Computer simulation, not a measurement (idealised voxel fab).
The following process module bears the name voxel wiring stack.
This is section cut - it's 205 nm across, gridded in 5 nm square cells.
A cross-section is a grid of square cells, given in bands from the top down. A band is one or more rows of cells.
Band: top height; bottom height; in nm. Then, left to right: material with width in nm, for each material. "full width": a single material spanning edge to edge. "air": empty space.
Where do heights start? At 0: under that level the wafer as delivered is made of one material only. And the lowest band has no floor; it just carries on downward, as in "0 down".
Width "30 to 40": first value at the band's top row of cells, second value at its bottom row, equal change from row to row.
"all unchanged" (step): cross-section cells unchanged, all of them.
"Closed voids list": sealed empty spaces, 8 cells or more, no open way to top, listed width x height at distance, with distance from the left edge and width, height and distance in nm.
Read whatever lies past the settings on a step's line as the simulator's own remark about the step.
For masked steps, "overlay nm" on the step line gives how far right of plan the mask actually lay; a minus sign means it lay to the left.

# The planned process steps are enumerated hereunder
| 1 | RECEIVE | material Si |
| 2 | CONFORMAL_DEP | material SiO2 | thk nm 10 |
| 3 | DIRECTIONAL_DEP | material TiN | thk nm 5 |
| 4 | DIRECTIONAL_DEP | material W | thk nm 20 |
| 5 | PATTERN | tone cover | mask id METAL_1 | material resist | width nm 30 | pitch nm 50 | thk nm 20 | overlay nm 0 |
| 6 | DIRECTIONAL_ETCH | etch materials W | depth nm 20 |
| 7 | DIRECTIONAL_ETCH | etch materials TiN | depth nm 5 |
| 8 | STRIP | etch materials resist |
| 9 | FILL_DEP | material SiO2 | thk nm 10 |
| 10 | CMP | height nm 35 |
| 11 | CONFORMAL_DEP | material SiCN | thk nm 5 |
| 12 | DIRECTIONAL_DEP | material lowk | thk nm 30 |
| 13 | PATTERN | tone open | mask id METAL_2_HOLES | material resist | width nm 15 | pitch nm 50 | thk nm 20 | overlay nm 0 |
| 14 | DIRECTIONAL_ETCH | etch materials lowk | depth nm 30 |
| 15 | STRIP | etch materials resist |
| 16 | PATTERN | tone open | mask id METAL_2 | material resist | width nm 30 | pitch nm 50 | thk nm 15 | overlay nm 0 |
| 17 | DIRECTIONAL_ETCH | etch materials lowk | depth nm 15 |
| 18 | DIRECTIONAL_ETCH | etch materials SiCN | depth nm 5 |
| 19 | STRIP | etch materials resist |
| 20 | CONFORMAL_DEP | material TiN | thk nm 5 |
| 21 | FILL_DEP | material Ru | thk nm 5 |
| 22 | CMP | height nm 70 |
| 23 | CONFORMAL_DEP | material SiCN | thk nm 5 |
| 24 | DIRECTIONAL_DEP | material SiO2 | thk nm 25 |
| 25 | PATTERN | tone open | mask id METAL_3_HOLES | material resist | width nm 15 | pitch nm 50 | thk nm 20 | overlay nm 0 |
| 26 | DIRECTIONAL_ETCH | etch materials SiO2 | depth nm 25 |
| 27 | STRIP | etch materials resist |
| 28 | DIRECTIONAL_DEP | material aC | thk nm 15 |
| 29 | PATTERN | tone open | mask id METAL_3 | material resist | width nm 30 | pitch nm 50 | thk nm 35 | overlay nm 0 |
| 30 | DIRECTIONAL_ETCH | etch materials aC | depth nm 15 |
| 31 | STRIP | etch materials resist |
| 32 | DIRECTIONAL_ETCH | etch materials SiO2 | depth nm 15 |
| 33 | DIRECTIONAL_ETCH | etch materials SiCN | depth nm 5 |
| 34 | STRIP | etch materials aC |
| 35 | CONFORMAL_DEP | material TiN | thk nm 5 |
| 36 | FILL_DEP | material Cu | thk nm 10 |
| 37 | CMP | height nm 100 |
| 38 | CONFORMAL_DEP | material SiCN | thk nm 5 |
| 39 | DIRECTIONAL_DEP | material lowk | thk nm 35 |
| 40 | DIRECTIONAL_DEP | material aC | thk nm 15 |
| 41 | PATTERN | tone open | mask id METAL_4 | material resist | width nm 30 | pitch nm 50 | thk nm 30 | overlay nm 0 |
| 42 | DIRECTIONAL_ETCH | etch materials aC | depth nm 15 |
| 43 | STRIP | etch materials resist |
| 44 | DIRECTIONAL_ETCH | etch materials lowk | depth nm 20 |
| 45 | STRIP | etch materials aC |
| 46 | PATTERN | tone open | mask id METAL_4_HOLES | material resist | width nm 15 | pitch nm 50 | thk nm 20 | overlay nm 0 |
| 47 | DIRECTIONAL_ETCH | etch materials lowk | depth nm 15 |
| 48 | DIRECTIONAL_ETCH | etch materials SiCN | depth nm 5 |
| 49 | STRIP | etch materials resist |
| 50 | CONFORMAL_DEP | material TiN | thk nm 5 |
| 51 | FILL_DEP | material Ru | thk nm 5 |
| 52 | CMP | height nm 140 |
| 53 | CONFORMAL_DEP | material SiCN | thk nm 5 |

# As received (post step 1): cross-section
    0 down: Si full width
    Closed voids list: none

# Cross-sectional image of the first of two wafers at the end of the module, the run having proceeded as planned
    145 to 140: SiCN full width
    140 to 125: 60 nm lowk; 5 nm TiN; 20 nm Ru; 5 nm TiN; 20 nm lowk; 5 nm TiN; 20 nm Ru; 5 nm TiN; 65 nm lowk
    125 to 120: 60 nm lowk; 5 nm TiN; 5 nm Ru; 20 nm TiN; 20 nm lowk; 5 nm TiN; 5 nm Ru; 20 nm TiN; 65 nm lowk
    120 to 105: 60 nm lowk; 5 nm TiN; 5 nm Ru; 5 nm TiN; 35 nm lowk; 5 nm TiN; 5 nm Ru; 5 nm TiN; 80 nm lowk
    105 to 100: 60 nm SiCN; 15 nm TiN; 35 nm SiCN; 15 nm TiN; 80 nm SiCN
    100 to 90: 60 nm SiO2; 5 nm TiN; 20 nm Cu; 5 nm TiN; 20 nm SiO2; 5 nm TiN; 20 nm Cu; 5 nm TiN; 65 nm SiO2
    90 to 85: 60 nm SiO2; 5 nm TiN; 5 nm Cu; 20 nm TiN; 20 nm SiO2; 5 nm TiN; 5 nm Cu; 20 nm TiN; 65 nm SiO2
    85 to 75: 60 nm SiO2; 5 nm TiN; 5 nm Cu; 5 nm TiN; 35 nm SiO2; 5 nm TiN; 5 nm Cu; 5 nm TiN; 80 nm SiO2
    75 to 70: 60 nm SiCN; 15 nm TiN; 35 nm SiCN; 15 nm TiN; 80 nm SiCN
    70 to 60: 60 nm lowk; 5 nm TiN; 20 nm Ru; 5 nm TiN; 20 nm lowk; 5 nm TiN; 20 nm Ru; 5 nm TiN; 65 nm lowk
    60 to 55: 60 nm lowk; 5 nm TiN; 5 nm Ru; 20 nm TiN; 20 nm lowk; 5 nm TiN; 5 nm Ru; 20 nm TiN; 65 nm lowk
    55 to 40: 60 nm lowk; 5 nm TiN; 5 nm Ru; 5 nm TiN; 35 nm lowk; 5 nm TiN; 5 nm Ru; 5 nm TiN; 80 nm lowk
    40 to 35: 60 nm SiCN; 15 nm TiN; 35 nm SiCN; 15 nm TiN; 80 nm SiCN
    35 to 15: 60 nm SiO2; 30 nm W; 20 nm SiO2; 30 nm W; 65 nm SiO2
    15 to 10: 60 nm SiO2; 30 nm TiN; 20 nm SiO2; 30 nm TiN; 65 nm SiO2
    10 to 0: SiO2 full width
    0 down: Si full width
    Closed voids list: none

# Second of two wafers, module complete, sectioned: it shares the first wafer's start and plan but was run with one mistake
    145 to 140: SiCN full width
    140 to 125: 60 nm lowk; 5 nm TiN; 20 nm Ru; 5 nm TiN; 20 nm lowk; 5 nm TiN; 20 nm Ru; 5 nm TiN; 65 nm lowk
    125 to 120: 60 nm lowk; 5 nm TiN; 5 nm Ru; 20 nm TiN; 20 nm lowk; 5 nm TiN; 5 nm Ru; 20 nm TiN; 65 nm lowk
    120 to 105: 60 nm lowk; 5 nm TiN; 5 nm Ru; 5 nm TiN; 35 nm lowk; 5 nm TiN; 5 nm Ru; 5 nm TiN; 80 nm lowk
    105 to 100: 60 nm SiCN; 15 nm TiN; 35 nm SiCN; 15 nm TiN; 80 nm SiCN
    100 to 90: 60 nm SiO2; 5 nm TiN; 20 nm Cu; 5 nm TiN; 20 nm SiO2; 5 nm TiN; 20 nm Cu; 5 nm TiN; 65 nm SiO2
    90 to 85: 60 nm SiO2; 5 nm TiN; 5 nm Cu; 20 nm TiN; 20 nm SiO2; 5 nm TiN; 5 nm Cu; 20 nm TiN; 65 nm SiO2
    85 to 75: 60 nm SiO2; 5 nm TiN; 5 nm Cu; 5 nm TiN; 35 nm SiO2; 5 nm TiN; 5 nm Cu; 5 nm TiN; 80 nm SiO2
    75 to 70: 60 nm SiCN; 15 nm TiN; 35 nm SiCN; 15 nm TiN; 80 nm SiCN
    70 to 60: 60 nm lowk; 5 nm TiN; 20 nm Ru; 5 nm TiN; 20 nm lowk; 5 nm TiN; 20 nm Ru; 5 nm TiN; 65 nm lowk
    60 to 55: 60 nm lowk; 5 nm TiN; 5 nm Ru; 20 nm TiN; 20 nm lowk; 5 nm TiN; 5 nm Ru; 20 nm TiN; 65 nm lowk
    55 to 40: 60 nm lowk; 5 nm TiN; 5 nm Ru; 5 nm TiN; 35 nm lowk; 5 nm TiN; 5 nm Ru; 5 nm TiN; 80 nm lowk
    40 to 35: 60 nm SiCN; 15 nm TiN; 35 nm SiCN; 15 nm TiN; 80 nm SiCN
    35 to 30: SiO2 full width
    30 to 15: 60 nm SiO2; 30 nm W; 20 nm SiO2; 30 nm W; 65 nm SiO2
    15 to 10: 60 nm SiO2; 30 nm TiN; 20 nm SiO2; 30 nm TiN; 65 nm SiO2
    10 to 0: SiO2 full width
    0 down: Si full width
    Closed voids list: none
Want to know what went wrong? for step 4, the planned setting was not used; the step was instead run as DIRECTIONAL_DEP | material W | thk nm 15
It is noted that, at the conclusion of processing, the second wafer exhibits a higher or lower cell count for certain materials relative to the first: SiO2 +12; W -12
